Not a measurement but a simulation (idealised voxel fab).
process module | voxel capacitor over wiring
cross-section cut | 255 nm wide | cells 5 nm
A cross-section is a grid of square cells, given in bands from the top down. A band is one or more rows of cells.
Each band's line starts with the height of the band's top and of its bottom, in nm. Then come its materials from left to right, each with its width in nm. One material with "throughout" fills the band from edge to edge. "air" is empty space.
Height 0 is the level under which the wafer as received is all one material. The lowest band goes on downwards, as in "0 down".
A width such as "30 to 40" changes by the same amount from each row of cells to the next, from the band's top row to its bottom row.
"no change" after a step means that no cell of the cross-section changed.
closed voids: empty space of 8 cells or more with no open way to the top, each as width x height at its distance from the left edge, in nm
after a step's settings: what the simulator itself notes on the step
overlay nm, on a step with a mask: how far to the right of its planned place the mask lay; to the left if negative
plan
1 op RECEIVE | material Si
2 op CONFORMAL_DEP | material SiO2 | thk nm 10
3 op CONFORMAL_DEP | material SiN | thk nm 5
4 op DIRECTIONAL_DEP | material SiO2 | thk nm 20
5 op PATTERN | tone open | mask id METAL_1 | material resist | width nm 30 | pitch nm 80 | thk nm 15 | overlay nm 0
6 op DIRECTIONAL_ETCH | etch materials SiO2 | depth nm 20
7 op DIRECTIONAL_ETCH | etch materials SiN | depth nm 5
8 op STRIP | etch materials resist
9 op CONFORMAL_DEP | material TiN | thk nm 5
10 op FILL_DEP | material Ru | thk nm 5
11 op CMP | height nm 35
12 op EPI | material Ru | thk nm 5
13 op FILL_DEP | material SiCN | thk nm 5
14 op DIRECTIONAL_DEP | material lowk | thk nm 10
15 op PATTERN | tone open | mask id PLUG_1 | material resist | width nm 15 | thk nm 15 | overlay nm 0
16 op DIRECTIONAL_ETCH | etch materials lowk | depth nm 10
17 op DIRECTIONAL_ETCH | etch materials SiCN | depth nm 5
18 op STRIP | etch materials resist
19 op EPI | material Ru | thk nm 10
20 op EPI | material Ru | thk nm 5
21 op DIRECTIONAL_DEP | material TiN | thk nm 5
22 op DIRECTIONAL_DEP | material SiN | thk nm 5
23 op DIRECTIONAL_DEP | material TiN | thk nm 10
24 op DIRECTIONAL_DEP | material aC | thk nm 10
25 op PATTERN | tone cover | mask id UPPER_PLATE | material resist | width nm 55 | thk nm 25 | overlay nm 0
26 op DIRECTIONAL_ETCH | etch materials aC | depth nm 10
27 op STRIP | etch materials resist
28 op DIRECTIONAL_ETCH | etch materials TiN | depth nm 10
29 op DIRECTIONAL_ETCH | etch materials SiN | depth nm 5
30 op STRIP | etch materials aC
31 op PATTERN | tone cover | mask id LOWER_PLATE | material resist | width nm 65 | thk nm 20 | overlay nm 0
32 op DIRECTIONAL_ETCH | etch materials TiN | depth nm 5
33 op STRIP | etch materials resist
34 op FILL_DEP | material SiO2 | thk nm 15
35 op CMP | height nm 85
36 op DIRECTIONAL_DEP | material aC | thk nm 10
37 op PATTERN | tone open | mask id PLUG_2 | material resist | width nm 15 | thk nm 30 | overlay nm 0
38 op DIRECTIONAL_ETCH | etch materials aC | depth nm 10
39 op STRIP | etch materials resist
40 op DIRECTIONAL_ETCH | etch materials SiO2 | depth nm 10
41 op STRIP | etch materials aC
42 op CONFORMAL_DEP | material TiN | thk nm 5
43 op FILL_DEP | material Ru | thk nm 5
44 op CMP | height nm 85
45 op CONFORMAL_DEP | material SiN | thk nm 5
as received, after step 1
  0 down: Si throughout
  closed voids: none
first wafer at the end, as planned
  90 to 85: SiN throughout
  85 to 80: SiO2 95 | TiN 5 | Ru 5 | TiN 5 | SiO2 145
  80 to 75: SiO2 95 | TiN 15 | SiO2 145
  75 to 65: SiO2 85 | TiN 55 | SiO2 115
  65 to 60: SiO2 85 | SiN 55 | SiO2 115
  60 to 55: SiO2 80 | TiN 65 | SiO2 110
  55 to 45: lowk 85 | Ru 15 | lowk 155
  45 to 40: SiCN 85 | Ru 15 | SiCN 155
  40 to 35: SiCN 65 | Ru 40 | SiCN 40 | Ru 40 | SiCN 70
  35 to 15: SiO2 70 | TiN 5 | Ru 20 | TiN 5 | SiO2 50 | TiN 5 | Ru 20 | TiN 5 | SiO2 75
  15 to 10: SiN 70 | TiN 30 | SiN 50 | TiN 30 | SiN 75
  10 to 0: SiO2 throughout
  0 down: Si throughout
  closed voids: none
second wafer at the end: like start, like plan, one mistake
  90 to 85: SiN throughout
  85 to 80: SiO2 95 | TiN 5 | Ru 5 | TiN 5 | SiO2 145
  80 to 75: SiO2 95 | TiN 15 | SiO2 145
  75 to 65: SiO2 85 | TiN 35 | SiO2 10 | TiN 10 | SiO2 115
  65 to 60: SiO2 85 | SiN 35 | SiO2 10 | SiN 10 | SiO2 115
  60 to 55: SiO2 80 | TiN 65 | SiO2 110
  55 to 50: SiO2 50 | Ru 35 | lowk 15 | Ru 20 | TiN 10 | Ru 70 | SiO2 55
  50 to 45: SiO2 50 | Ru 35 | lowk 15 | Ru 20 | SiN 10 | Ru 70 | SiO2 55
  45 to 40: SiO2 50 | Ru 35 | SiCN 15 | Ru 20 | TiN 10 | Ru 70 | SiO2 55
  40 to 35: SiCN 65 | Ru 40 | SiCN 40 | Ru 40 | SiCN 70
  35 to 15: SiO2 70 | TiN 5 | Ru 20 | TiN 5 | SiO2 50 | TiN 5 | Ru 20 | TiN 5 | SiO2 75
  15 to 10: SiN 70 | TiN 30 | SiN 50 | TiN 30 | SiN 75
  10 to 0: SiO2 throughout
  0 down: Si throughout
  closed voids: none
what went wrong: step 15 ran as: op PATTERN | tone cover | mask id PLUG_1 | material resist | width nm 15 | thk nm 15 | overlay nm 0
at the end the second wafer has, in cells: 66 more of Ru | 45 fewer of SiCN | 69 more of SiO2 | 90 fewer of lowk
